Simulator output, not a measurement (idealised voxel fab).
process module | voxel gate over fins
cross-section cut | 165 nm wide | cells 5 nm
A cross-section is a grid of square cells, given in bands from the top down. A band is one or more rows of cells.
Each band's line starts with the height of the band's top and of its bottom, in nm. Then come its materials from left to right, each with its width in nm. One material with "throughout" fills the band from edge to edge. "air" is empty space.
Height 0 is the level under which the wafer as received is all one material. The lowest band goes on downwards, as in "0 down".
A width such as "30 to 40" changes by the same amount from each row of cells to the next, from the band's top row to its bottom row.
"no change" after a step means that no cell of the cross-section changed.
closed voids: empty space of 8 cells or more with no open way to the top, each as width x height at its distance from the left edge, in nm
after a step's settings: what the simulator itself notes on the step
overlay nm, on a step with a mask: how far to the right of its planned place the mask lay; to the left if negative
plan
1 op RECEIVE | material Si
2 op CONFORMAL_DEP | material SiN | thk nm 10
3 op MASKED_ETCH | tone cover | mask id FINS | width nm 15 | pitch nm 55 | etch materials SiN | depth nm 10 | overlay nm 0
4 op MASKED_ETCH | tone cover | mask id FINS | width nm 15 | pitch nm 55 | etch materials Si | depth nm 30 | overlay nm 0
5 op OXIDIZE | depth nm 5
6 op FILL_DEP | material SiO2 | thk nm 5
7 op CMP | height nm 10
8 op DIRECTIONAL_DEP | material aC | thk nm 10
9 op PATTERN | tone open | mask id RAIL | material resist | width nm 15 | thk nm 30 | overlay nm 0
10 op DIRECTIONAL_ETCH | etch materials aC | depth nm 10
11 op STRIP | etch materials resist
12 op DIRECTIONAL_ETCH | etch materials SiO2 | depth nm 35
13 op STRIP | etch materials aC
14 op CONFORMAL_DEP | material TiN | thk nm 5
15 op FILL_DEP | material W | thk nm 5
16 op CMP | height nm 10
17 op SELECTIVE_ETCH | etch materials W Ru TiN | depth nm 30
18 op FILL_DEP | material SiO2 | thk nm 5
19 op CMP | height nm 10
20 op SELECTIVE_ETCH | etch materials SiO2 | depth nm 20
21 op STRIP | etch materials SiN
22 op CONFORMAL_DEP | material HfO2 | thk nm 5
23 op CONFORMAL_DEP | material TiN | thk nm 5
24 op CONFORMAL_DEP | material TiAl | thk nm 5
25 op CONFORMAL_DEP | material TiN | thk nm 5
26 op FILL_DEP | material W | thk nm 10
27 op CMP | height nm 25
28 op CONFORMAL_DEP | material SiN | thk nm 10
as received, after step 1
  0 down: Si throughout
  closed voids: none
first wafer at the end, as planned
  35 to 25: SiN throughout
  25 to 20: W throughout
  20 to 15: W 30 | TiN 45 | W 10 | TiN 45 | W 35
  15 to 10: W 30 | TiN 5 | TiAl 35 | TiN 5 | W 10 | TiN 5 | TiAl 35 | TiN 5 | W 35
  10 to 5: TiN 35 | TiAl 5 | TiN 25 | TiAl 5 | TiN 20 | TiAl 5 | TiN 25 | TiAl 5 | TiN 40
  5 to 0: TiAl 40 | TiN 5 | HfO2 15 | TiN 5 | TiAl 30 | TiN 5 | HfO2 15 | TiN 5 | TiAl 45
  0 to -5: TiN 45 | HfO2 5 | Si 5 | HfO2 5 | TiN 40 | HfO2 5 | Si 5 | HfO2 5 | TiN 50
  -5 to -10: HfO2 50 | Si 5 | HfO2 50 | Si 5 | HfO2 55
  -10 to -20: SiO2 50 | Si 5 | SiO2 50 | Si 5 | SiO2 55
  -20 to -25: SiO2 50 | Si 5 | SiO2 15 | TiN 15 | SiO2 20 | Si 5 | SiO2 55
  -25 to -35: SiO2 50 | Si 5 | SiO2 50 | Si 5 | SiO2 55
  -35 down: Si throughout
  closed voids: none
second wafer at the end: like start, like plan, one mistake
  35 to 25: SiN throughout
  25 to 20: W throughout
  20 to 10: W 30 | TiAl 45 | W 10 | TiAl 45 | W 35
  10 to 5: TiAl 40 | TiN 25 | TiAl 30 | TiN 25 | TiAl 45
  5 to 0: TiAl 40 | TiN 5 | HfO2 15 | TiN 5 | TiAl 30 | TiN 5 | HfO2 15 | TiN 5 | TiAl 45
  0 to -5: TiN 45 | HfO2 5 | Si 5 | HfO2 5 | TiN 40 | HfO2 5 | Si 5 | HfO2 5 | TiN 50
  -5 to -10: HfO2 50 | Si 5 | HfO2 50 | Si 5 | HfO2 55
  -10 to -20: SiO2 50 | Si 5 | SiO2 50 | Si 5 | SiO2 55
  -20 to -25: SiO2 50 | Si 5 | SiO2 15 | TiN 15 | SiO2 20 | Si 5 | SiO2 55
  -25 to -35: SiO2 50 | Si 5 | SiO2 50 | Si 5 | SiO2 55
  -35 down: Si throughout
  closed voids: none
what went wrong: step 25 ran as: op CONFORMAL_DEP | material TiAl | thk nm 5
at the end the second wafer has, in cells: 41 more of TiAl | 41 fewer of TiN
